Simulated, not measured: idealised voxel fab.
Module name: voxel spacer lines (process module)
Shown is cross-section cut, with a width of 185 nm and square cells of size 5 nm.
Just so we're on the same page, the cross-sections are grids of square cells, and they're listed out in bands top to bottom, each band one or more rows deep.
Band: top height; bottom height; in nm. Then, left to right: material with width in nm, for each material. "everywhere": a single material spanning edge to edge. "blank": empty space.
We count height from 0. Below that, the starting wafer is all one material. The lowest band never ends at the bottom but goes on down; see "0 and below" for how that is written.
The width entry "30..40" should be interpreted row by row: the top row of cells in the band takes the first number, the bottom row takes the second number, and the change between adjacent rows is uniform throughout.
Basically "all unchanged" means that step didn't change any cell in the cross-section.
"Unvented voids": empty spaces of 8 cells or more with no open way to the top, each given as width x height at distance, distance from the left edge, all in nm.
Read whatever lies past the settings on a step's line as the simulator's own remark about the step.
The setting "overlay nm" may be written on the line of a step. When the step uses a mask, the value reports how far to the right of the planned place the mask lay, and a negative value reports that it lay to the left.

[Planned process steps]
1 op RECEIVE | material Si
2 op CONFORMAL_DEP | material Al2O3 | thk nm 5
3 op DIRECTIONAL_DEP | material SiN | thk nm 10
4 op DIRECTIONAL_DEP | material aC | thk nm 25
5 op PATTERN | tone cover | mask id MANDREL | material resist | width nm 25 | pitch nm 70 | thk nm 30 | overlay nm 0
6 op DIRECTIONAL_ETCH | etch materials aC | depth nm 25
7 op STRIP | etch materials resist
8 op CONFORMAL_DEP | material SiO2 | thk nm 10
9 op DIRECTIONAL_ETCH | etch materials SiO2 | depth nm 10
10 op STRIP | etch materials aC
11 op DIRECTIONAL_ETCH | etch materials SiN | depth nm 10
12 op STRIP | etch materials SiO2
13 op FILL_DEP | material lowk | thk nm 5
14 op CMP | height nm 15
Variable across wafers: step 2 thk nm (plan value is that of the first wafer; starting state common to all).

[Cross-sectional view of the first of several wafers in the as-received condition, corresponding to the state following step 1]
    0 and below: Si everywhere
    Unvented voids: none

[Cross-section of the first of several wafers, taken after step 14, where the module ends]
    15 down to 5: 35 lowk; 10 SiN; 25 lowk; 10 SiN; 25 lowk; 10 SiN; 25 lowk; 10 SiN; 35 lowk
    5 down to 0: Al2O3 everywhere
    0 and below: Si everywhere
    Unvented voids: none

[Final wafer cross-section at module end]
    15 down to 0: Al2O3 everywhere
    0 and below: Si everywhere
    Unvented voids: none

[So in this table every wafer gets its own row, and what you see is where it stands at the end of the module: for each material, how many cells it picked up (+) or gave up (-) since we received it, and after that its closed voids]
thk nm 5, +37 Al2O3, +16 SiN, +58 lowk, Unvented voids: none
thk nm 10, +74 Al2O3, +8 SiN, +29 lowk, Unvented voids: none
thk nm 15, +111 Al2O3, Unvented voids: none
thk nm 20, +111 Al2O3, Unvented voids: none
